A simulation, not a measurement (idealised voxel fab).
Process module in this document: voxel capacitor over wiring
Square cells of 5 nm make up the cross-section cut, whose width is 300 nm.
Square cells in a grid make up a cross-section in this document, and the grid is given as bands, listed from the top down, each one or more rows of cells. For a band, the entry starts with two heights in nm, that of the top and then that of the bottom, and carries on with the band's materials in order from left to right, each alongside its width in nm; the word "all across" beside a single material means it fills the band edge to edge, and "blank" means empty space. A quick word on heights: they are counted from 0, and under that level the wafer as it came to us is one material throughout. The lowest band is different from the rest in having no bottom; it simply continues downward, written as in "0 and below". Note: "30..40" means the width goes from the first number (top row of the band) to the second number (bottom row) in equal steps per row of cells. When a step is marked "all unchanged", none of the cells in the cross-section changed during that step. If an empty space has no open way to the top and is at least 8 cells in size, "Entrapped void list" lists it, written width x height at distance, where distance is measured from the left edge and every value is in nm. What comes after the settings on a step's line is commentary from the simulator itself on that step. overlay nm: step with mask; distance mask lay right of planned place; negative value = left of planned place.

[The following list gives the planned process steps]
1 RECEIVE with material Si
2 CONFORMAL_DEP with material SiO2, thk nm 10
3 DIRECTIONAL_DEP with material TiN, thk nm 5
4 DIRECTIONAL_DEP with material W, thk nm 25
5 PATTERN with tone cover, mask id METAL_1, material resist, width nm 20, pitch nm 85, thk nm 20, overlay nm 0
6 DIRECTIONAL_ETCH with etch materials W, depth nm 25
7 DIRECTIONAL_ETCH with etch materials TiN, depth nm 5
8 STRIP with etch materials resist
9 FILL_DEP with material SiO2, thk nm 10
10 CMP with height nm 40
11 CONFORMAL_DEP with material SiCN, thk nm 5
12 DIRECTIONAL_DEP with material SiO2, thk nm 20
13 DIRECTIONAL_DEP with material aC, thk nm 15
14 PATTERN with tone open, mask id PLUG_1, material resist, width nm 15, thk nm 35, overlay nm 0
15 DIRECTIONAL_ETCH with etch materials aC, depth nm 15
16 STRIP with etch materials resist
17 DIRECTIONAL_ETCH with etch materials SiO2, depth nm 20
18 DIRECTIONAL_ETCH with etch materials SiCN, depth nm 5
19 STRIP with etch materials aC
20 CONFORMAL_DEP with material TiN, thk nm 5
21 FILL_DEP with material Cu, thk nm 10
22 CMP with height nm 65
23 DIRECTIONAL_DEP with material TiN, thk nm 10
24 DIRECTIONAL_DEP with material Al2O3, thk nm 5
25 DIRECTIONAL_DEP with material TiN, thk nm 5
26 DIRECTIONAL_DEP with material aC, thk nm 10
27 PATTERN with tone cover, mask id UPPER_PLATE, material resist, width nm 70, thk nm 30, overlay nm 0
28 DIRECTIONAL_ETCH with etch materials aC, depth nm 10
29 STRIP with etch materials resist
30 DIRECTIONAL_ETCH with etch materials TiN, depth nm 5
31 DIRECTIONAL_ETCH with etch materials Al2O3, depth nm 5
32 STRIP with etch materials aC
33 DIRECTIONAL_DEP with material aC, thk nm 10
34 PATTERN with tone cover, mask id LOWER_PLATE, material resist, width nm 80, thk nm 30, overlay nm 0
35 DIRECTIONAL_ETCH with etch materials aC, depth nm 10
36 STRIP with etch materials resist
37 DIRECTIONAL_ETCH with etch materials TiN, depth nm 10
38 STRIP with etch materials aC
39 FILL_DEP with material SiO2, thk nm 20
40 CMP with height nm 100
41 PATTERN with tone open, mask id PLUG_2, material resist, width nm 15, thk nm 15, overlay nm 0
42 DIRECTIONAL_ETCH with etch materials SiO2, depth nm 15
43 STRIP with etch materials resist
44 CONFORMAL_DEP with material TiN, thk nm 5
45 FILL_DEP with material W, thk nm 10
46 CMP with height nm 100
47 CONFORMAL_DEP with material SiCN, thk nm 5

[What follows covers the first of two wafers; it ran as planned]

[As-received state of the wafer in cross-section, equivalent to post-step 1]
* 0 and below  Si all across
* Entrapped void list: none

[How the wafer stands in section after step 2]
* 10 down to 0  SiO2 all across
* Rest of section, below 0: as before.

[How the wafer stands in section after step 3]
* 15 down to 10  TiN all across
* Rest of section, below 10: as before.

[How the wafer stands in section after step 4]
* 40 down to 15  W all across
* Rest of section, below 15: as before.

[How the wafer stands in section after step 5]
* 60 down to 40  blank (95), then resist (20), then blank (65), then resist (20), then blank (100)
* Rest of section, below 40: as before.

[How the wafer stands in section after step 6]
* 60 down to 40  blank (95), then resist (20), then blank (65), then resist (20), then blank (100)
* 40 down to 15  blank (95), then W (20), then blank (65), then W (20), then blank (100)
* Rest of section, below 15: as before.

[How the wafer stands in section after step 7]
* 60 down to 40  blank (95), then resist (20), then blank (65), then resist (20), then blank (100)
* 40 down to 15  blank (95), then W (20), then blank (65), then W (20), then blank (100)
* 15 down to 10  blank (95), then TiN (20), then blank (65), then TiN (20), then blank (100)
* Rest of section, below 10: as before.

[How the wafer stands in section after step 8]
* 40 down to 15  blank (95), then W (20), then blank (65), then W (20), then blank (100)
* Rest of section, below 15: as before.

[How the wafer stands in section after step 9]
* 50 down to 40  SiO2 all across
* 40 down to 15  SiO2 (95), then W (20), then SiO2 (65), then W (20), then SiO2 (100)
* 15 down to 10  SiO2 (95), then TiN (20), then SiO2 (65), then TiN (20), then SiO2 (100)
* Rest of section, below 10: as before.

[How the wafer stands in section after step 10]
* 40 down to 15  SiO2 (95), then W (20), then SiO2 (65), then W (20), then SiO2 (100)
* Rest of section, below 15: as before.

[How the wafer stands in section after step 11]
* 45 down to 40  SiCN all across
* Rest of section, below 40: as before.

[How the wafer stands in section after step 12]
* 65 down to 45  SiO2 all across
* Rest of section, below 45: as before.

[How the wafer stands in section after step 13]
* 80 down to 65  aC all across
* Rest of section, below 65: as before.

[How the wafer stands in section after step 14]
* 115 down to 80  resist (100), then blank (15), then resist (185)
* Rest of section, below 80: as before.

[How the wafer stands in section after step 15]
* 100 down to 80  resist (100), then blank (15), then resist (185)
* 80 down to 65  aC (100), then blank (15), then aC (185)
* Rest of section, below 65: as before.

[How the wafer stands in section after step 16]
* 80 down to 65  aC (100), then blank (15), then aC (185)
* Rest of section, below 65: as before.

[How the wafer stands in section after step 17]
* 80 down to 65  aC (100), then blank (15), then aC (185)
* 65 down to 45  SiO2 (100), then blank (15), then SiO2 (185)
* Rest of section, below 45: as before.

[How the wafer stands in section after step 18]
* 80 down to 65  aC (100), then blank (15), then aC (185)
* 65 down to 45  SiO2 (100), then blank (15), then SiO2 (185)
* 45 down to 40  SiCN (100), then blank (15), then SiCN (185)
* Rest of section, below 40: as before.

[How the wafer stands in section after step 19]
* 65 down to 45  SiO2 (100), then blank (15), then SiO2 (185)
* Rest of section, below 45: as before.

[How the wafer stands in section after step 20]
* 70 down to 65  TiN (105), then blank (5), then TiN (190)
* 65 down to 45  SiO2 (100), then TiN (5), then blank (5), then TiN (5), then SiO2 (185)
* 45 down to 40  SiCN (100), then TiN (15), then SiCN (185)
* Rest of section, below 40: as before.

[How the wafer stands in section after step 21]
* 80 down to 70  Cu all across
* 70 down to 65  TiN (105), then Cu (5), then TiN (190)
* 65 down to 45  SiO2 (100), then TiN (5), then Cu (5), then TiN (5), then SiO2 (185)
* Rest of section, below 45: as before.

[How the wafer stands in section after step 22]
* 65 down to 45  SiO2 (100), then TiN (5), then Cu (5), then TiN (5), then SiO2 (185)
* Rest of section, below 45: as before.

[How the wafer stands in section after step 23]
* 75 down to 65  TiN all across
* Rest of section, below 65: as before.

[How the wafer stands in section after step 24]
* 80 down to 75  Al2O3 all across
* Rest of section, below 75: as before.

[How the wafer stands in section after step 25]
* 85 down to 80  TiN all across
* Rest of section, below 80: as before.

[How the wafer stands in section after step 26]
* 95 down to 85  aC all across
* Rest of section, below 85: as before.

[How the wafer stands in section after step 27]
* 125 down to 95  blank (100), then resist (70), then blank (130)
* Rest of section, below 95: as before.

[How the wafer stands in section after step 28]
* 115 down to 95  blank (100), then resist (70), then blank (130)
* 95 down to 85  blank (100), then aC (70), then blank (130)
* Rest of section, below 85: as before.

[How the wafer stands in section after step 29]
* 95 down to 85  blank (100), then aC (70), then blank (130)
* Rest of section, below 85: as before.

[How the wafer stands in section after step 30]
* 95 down to 85  blank (100), then aC (70), then blank (130)
* 85 down to 80  blank (100), then TiN (70), then blank (130)
* Rest of section, below 80: as before.

[How the wafer stands in section after step 31]
* 95 down to 85  blank (100), then aC (70), then blank (130)
* 85 down to 80  blank (100), then TiN (70), then blank (130)
* 80 down to 75  blank (100), then Al2O3 (70), then blank (130)
* Rest of section, below 75: as before.

[How the wafer stands in section after step 32]
* 85 down to 80  blank (100), then TiN (70), then blank (130)
* Rest of section, below 80: as before.

[How the wafer stands in section after step 33]
* 95 down to 85  blank (100), then aC (70), then blank (130)
* 85 down to 80  aC (100), then TiN (70), then aC (130)
* 80 down to 75  aC (100), then Al2O3 (70), then aC (130)
* Rest of section, below 75: as before.

[How the wafer stands in section after step 34]
* 125 down to 95  blank (95), then resist (80), then blank (125)
* 95 down to 85  blank (95), then resist (5), then aC (70), then resist (5), then blank (125)
* Rest of section, below 85: as before.

[How the wafer stands in section after step 35]
* 115 down to 95  blank (95), then resist (80), then blank (125)
* 95 down to 85  blank (95), then resist (5), then aC (70), then resist (5), then blank (125)
* 85 down to 80  blank (95), then aC (5), then TiN (70), then aC (5), then blank (125)
* 80 down to 75  blank (95), then aC (5), then Al2O3 (70), then aC (5), then blank (125)
* Rest of section, below 75: as before.

[How the wafer stands in section after step 36]
* 95 down to 85  blank (100), then aC (70), then blank (130)
* Rest of section, below 85: as before.

[How the wafer stands in section after step 37]
* 95 down to 85  blank (100), then aC (70), then blank (130)
* 85 down to 80  blank (95), then aC (5), then TiN (70), then aC (5), then blank (125)
* 80 down to 75  blank (95), then aC (5), then Al2O3 (70), then aC (5), then blank (125)
* 75 down to 65  blank (95), then TiN (80), then blank (125)
* Rest of section, below 65: as before.

[How the wafer stands in section after step 38]
* 85 down to 80  blank (100), then TiN (70), then blank (130)
* 80 down to 75  blank (100), then Al2O3 (70), then blank (130)
* Rest of section, below 75: as before.

[How the wafer stands in section after step 39]
* 105 down to 85  SiO2 all across
* 85 down to 80  SiO2 (100), then TiN (70), then SiO2 (130)
* 80 down to 75  SiO2 (100), then Al2O3 (70), then SiO2 (130)
* 75 down to 65  SiO2 (95), then TiN (80), then SiO2 (125)
* Rest of section, below 65: as before.

[How the wafer stands in section after step 40]
* 100 down to 85  SiO2 all across
* Rest of section, below 85: as before.

[How the wafer stands in section after step 41]
* 115 down to 100  resist (110), then blank (15), then resist (175)
* Rest of section, below 100: as before.

[How the wafer stands in section after step 42]
* 115 down to 100  resist (110), then blank (15), then resist (175)
* 100 down to 85  SiO2 (110), then blank (15), then SiO2 (175)
* Rest of section, below 85: as before.

[How the wafer stands in section after step 43]
* 100 down to 85  SiO2 (110), then blank (15), then SiO2 (175)
* Rest of section, below 85: as before.

[How the wafer stands in section after step 44]
* 105 down to 100  TiN (115), then blank (5), then TiN (180)
* 100 down to 90  SiO2 (110), then TiN (5), then blank (5), then TiN (5), then SiO2 (175)
* 90 down to 80  SiO2 (110..100), then TiN (15..70), then SiO2 (175..130)
* Rest of section, below 80: as before.

[How the wafer stands in section after step 45]
* 115 down to 105  W all across
* 105 down to 100  TiN (115), then W (5), then TiN (180)
* 100 down to 90  SiO2 (110), then TiN (5), then W (5), then TiN (5), then SiO2 (175)
* Rest of section, below 90: as before.

[How the wafer stands in section after step 46]
* 100 down to 90  SiO2 (110), then TiN (5), then W (5), then TiN (5), then SiO2 (175)
* Rest of section, below 90: as before.

[How the wafer stands in section after step 47]
* 105 down to 100  SiCN all across
* Rest of section, below 100: as before.

[The second wafer: identical to the first at the outset and in its planned sequence, differing only in that one mistake was made during processing; up to and including step 24, its path is the first wafer's path]

The second wafer in cross-section, at the planned close of step 25: all unchanged

[The second wafer in cross-section, at the planned close of step 26]
* 90 down to 80  aC all across
* Rest of section, below 80: as before.

[The second wafer in cross-section, at the planned close of step 27]
* 120 down to 90  blank (100), then resist (70), then blank (130)
* Rest of section, below 90: as before.

[The second wafer in cross-section, at the planned close of step 28]
* 110 down to 90  blank (100), then resist (70), then blank (130)
* 90 down to 80  blank (100), then aC (70), then blank (130)
* Rest of section, below 80: as before.

[The second wafer in cross-section, at the planned close of step 29]
* 90 down to 80  blank (100), then aC (70), then blank (130)
* Rest of section, below 80: as before.

The second wafer in cross-section, at the planned close of step 30: all unchanged

[The second wafer in cross-section, at the planned close of step 31]
* 90 down to 80  blank (100), then aC (70), then blank (130)
* 80 down to 75  blank (100), then Al2O3 (70), then blank (130)
* Rest of section, below 75: as before.

[The second wafer in cross-section, at the planned close of step 32]
* 80 down to 75  blank (100), then Al2O3 (70), then blank (130)
* Rest of section, below 75: as before.

[The second wafer in cross-section, at the planned close of step 33]
* 90 down to 85  blank (100), then aC (70), then blank (130)
* 85 down to 80  aC all across
* 80 down to 75  aC (100), then Al2O3 (70), then aC (130)
* Rest of section, below 75: as before.

[The second wafer in cross-section, at the planned close of step 34]
* 120 down to 90  blank (95), then resist (80), then blank (125)
* 90 down to 85  blank (95), then resist (5), then aC (70), then resist (5), then blank (125)
* Rest of section, below 85: as before.

[The second wafer in cross-section, at the planned close of step 35]
* 110 down to 90  blank (95), then resist (80), then blank (125)
* 90 down to 85  blank (95), then resist (5), then aC (70), then resist (5), then blank (125)
* 85 down to 80  blank (95), then aC (80), then blank (125)
* 80 down to 75  blank (95), then aC (5), then Al2O3 (70), then aC (5), then blank (125)
* Rest of section, below 75: as before.

[The second wafer in cross-section, at the planned close of step 36]
* 90 down to 80  blank (100..95), then aC (70..80), then blank (130..125)
* Rest of section, below 80: as before.

[The second wafer in cross-section, at the planned close of step 37]
* 90 down to 80  blank (100..95), then aC (70..80), then blank (130..125)
* 80 down to 75  blank (95), then aC (5), then Al2O3 (70), then aC (5), then blank (125)
* 75 down to 65  blank (95), then TiN (80), then blank (125)
* Rest of section, below 65: as before.

[The second wafer in cross-section, at the planned close of step 38]
* 80 down to 75  blank (100), then Al2O3 (70), then blank (130)
* Rest of section, below 75: as before.

[The second wafer in cross-section, at the planned close of step 39]
* 100 down to 80  SiO2 all across
* 80 down to 75  SiO2 (100), then Al2O3 (70), then SiO2 (130)
* 75 down to 65  SiO2 (95), then TiN (80), then SiO2 (125)
* Rest of section, below 65: as before.

The second wafer in cross-section, at the planned close of step 40: all unchanged

[The second wafer in cross-section, at the planned close of step 41]
* 115 down to 100  resist (110), then blank (15), then resist (175)
* Rest of section, below 100: as before.

[The second wafer in cross-section, at the planned close of step 42]
* 115 down to 100  resist (110), then blank (15), then resist (175)
* 100 down to 85  SiO2 (110), then blank (15), then SiO2 (175)
* Rest of section, below 85: as before.

[The second wafer in cross-section, at the planned close of step 43]
* 100 down to 85  SiO2 (110), then blank (15), then SiO2 (175)
* Rest of section, below 85: as before.

[The second wafer in cross-section, at the planned close of step 44]
* 105 down to 100  TiN (115), then blank (5), then TiN (180)
* 100 down to 90  SiO2 (110), then TiN (5), then blank (5), then TiN (5), then SiO2 (175)
* 90 down to 85  SiO2 (110), then TiN (15), then SiO2 (175)
* Rest of section, below 85: as before.

[The second wafer in cross-section, at the planned close of step 45]
* 115 down to 105  W all across
* 105 down to 100  TiN (115), then W (5), then TiN (180)
* 100 down to 90  SiO2 (110), then TiN (5), then W (5), then TiN (5), then SiO2 (175)
* Rest of section, below 90: as before.

[The second wafer in cross-section, at the planned close of step 46]
* 100 down to 90  SiO2 (110), then TiN (5), then W (5), then TiN (5), then SiO2 (175)
* Rest of section, below 90: as before.

[The second wafer in cross-section, at the planned close of step 47]
* 105 down to 100  SiCN all across
* Rest of section, below 100: as before.
Error vs. plan: step 25 was dropped from the plan's execution and never run
Materials where the second wafer ends with more or fewer cells than the first: SiO2 +14; TiN -14
